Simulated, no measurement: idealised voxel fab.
process module | voxel quadruple lines
cross-section cut | 290 nm wide | cells 5 nm
A cross-section is a grid of square cells, given in bands from the top down. A band is one or more rows of cells.
Each band's line starts with the height of the band's top and of its bottom, in nm. Then come its materials from left to right, each with its width in nm. One material with "throughout" fills the band from edge to edge. "air" is empty space.
Height 0 is the level under which the wafer as received is all one material. The lowest band goes on downwards, as in "0 down".
A width such as "30 to 40" changes by the same amount from each row of cells to the next, from the band's top row to its bottom row.
"no change" after a step means that no cell of the cross-section changed.
closed voids: empty space of 8 cells or more with no open way to the top, each as width x height at its distance from the left edge, in nm
after a step's settings: what the simulator itself notes on the step
overlay nm, on a step with a mask: how far to the right of its planned place the mask lay; to the left if negative
plan
1 op RECEIVE | material Si
2 op CONFORMAL_DEP | material SiO2 | thk nm 10
3 op DIRECTIONAL_DEP | material Ru | thk nm 10
4 op DIRECTIONAL_DEP | material polySi | thk nm 15
5 op DIRECTIONAL_DEP | material aC | thk nm 20
6 op PATTERN | tone cover | mask id MANDREL | material resist | width nm 20 | thk nm 25 | overlay nm 0
7 op DIRECTIONAL_ETCH | etch materials aC | depth nm 20
8 op STRIP | etch materials resist
9 op CONFORMAL_DEP | material SiO2 | thk nm 10
10 op DIRECTIONAL_ETCH | etch materials SiO2 | depth nm 10
11 op STRIP | etch materials aC
12 op DIRECTIONAL_ETCH | etch materials polySi | depth nm 15
13 op STRIP | etch materials SiO2
14 op CONFORMAL_DEP | material SiCN | thk nm 5
15 op DIRECTIONAL_ETCH | etch materials SiCN | depth nm 5
16 op STRIP | etch materials polySi
17 op DIRECTIONAL_ETCH | etch materials Ru | depth nm 10
18 op STRIP | etch materials SiCN
19 op FILL_DEP | material SiO2 | thk nm 10
20 op CMP | height nm 20
as received, after step 1
  0 down: Si throughout
  closed voids: none
a wafer at the end: this start, this plan, one mistake
  20 to 10: polySi throughout
  10 to 0: SiO2 throughout
  0 down: Si throughout
  closed voids: none
what went wrong: steps 3 and 4 were swapped
